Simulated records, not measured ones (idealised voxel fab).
The document below concerns the process module designated voxel self aligned contacts.
It is cross-section cut that appears here, measuring 210 nm in width, its square cells being 5 nm in size.
In what follows, cross-sections appear as grids of square cells, described through bands that run from the top down, where every band is one or more rows of cells. The band entry comprises the height of the band's top followed by the height of its bottom, expressed in nm, and subsequently the band's materials from left to right, each stated together with its width in nm. Where a single material is marked with the word "everywhere", that material fills the band from edge to edge. The word "air" represents empty space. Measure heights from 0. That's the level where, below it, the as-received wafer is all one material. The lowest band is bottomless and extends downward; write it as in "0 -> down". Think of "30..40" as a width that walks from the first number to the second as you go down the band, top row to bottom row, taking equal-sized steps from row to row. Basically "everything unchanged" means that step didn't change any cell in the cross-section. In "Closed-off voids" the enclosed voids are listed, meaning empty spaces of 8 cells or larger without any opening to the top. The form is width x height at distance, distance from the left edge, units nm. If you see something after the settings on a step's line, that's the simulator's own remark about that step. "overlay nm", when on a step's line for a step with a mask, measures how far to the right of its planned place the mask lay; a negative measure means to the left.

These are the steps we planned for the process:
1,op RECEIVE | material Si
2,op OXIDIZE | depth nm 5
3,op DIRECTIONAL_DEP | material polySi | thk nm 30
4,op DIRECTIONAL_DEP | material SiN | thk nm 15
5,op DIRECTIONAL_DEP | material aC | thk nm 10
6,op PATTERN | tone cover | mask id GATE | material resist | width nm 25 | pitch nm 55 | thk nm 25 | overlay nm 0
7,op DIRECTIONAL_ETCH | etch materials aC | depth nm 10
8,op STRIP | etch materials resist
9,op DIRECTIONAL_ETCH | etch materials SiN | depth nm 15
10,op DIRECTIONAL_ETCH | etch materials polySi | depth nm 30
11,op STRIP | etch materials aC
12,op CONFORMAL_DEP | material SiN | thk nm 5
13,op DIRECTIONAL_ETCH | etch materials SiN | depth nm 5
14,op FILL_DEP | material SiO2 | thk nm 15
15,op CMP | height nm 55
16,op PATTERN | tone open | mask id CONTACT | material resist | width nm 30 | pitch nm 55 | thk nm 20 | overlay nm 0
17,op DIRECTIONAL_ETCH | etch materials SiO2 | depth nm 60
18,op STRIP | etch materials resist
19,op CONFORMAL_DEP | material TiN | thk nm 5
20,op FILL_DEP | material Ru | thk nm 10
21,op CMP | height nm 55
22,op CONFORMAL_DEP | material SiN | thk nm 5
The plan shows the width nm of step 16 as the first wafer had it; this setting differs between the wafers, which start out alike.

first wafer as received, after step 1:
- 0 -> down = Si everywhere
- Closed-off voids: none

Per-wafer rows below. For each material: cells gained (+) or lost (-) since the wafer was received, as of end of module. Then: closed voids:
width nm 30; +48 Ru; -42 Si; +141 SiN; +211 SiO2; +56 TiN; +90 polySi; Closed-off voids: none
width nm 35; +50 Ru; -42 Si; +141 SiN; +207 SiO2; +58 TiN; +90 polySi; Closed-off voids: none
width nm 40; +52 Ru; -42 Si; +141 SiN; +203 SiO2; +60 TiN; +90 polySi; Closed-off voids: none
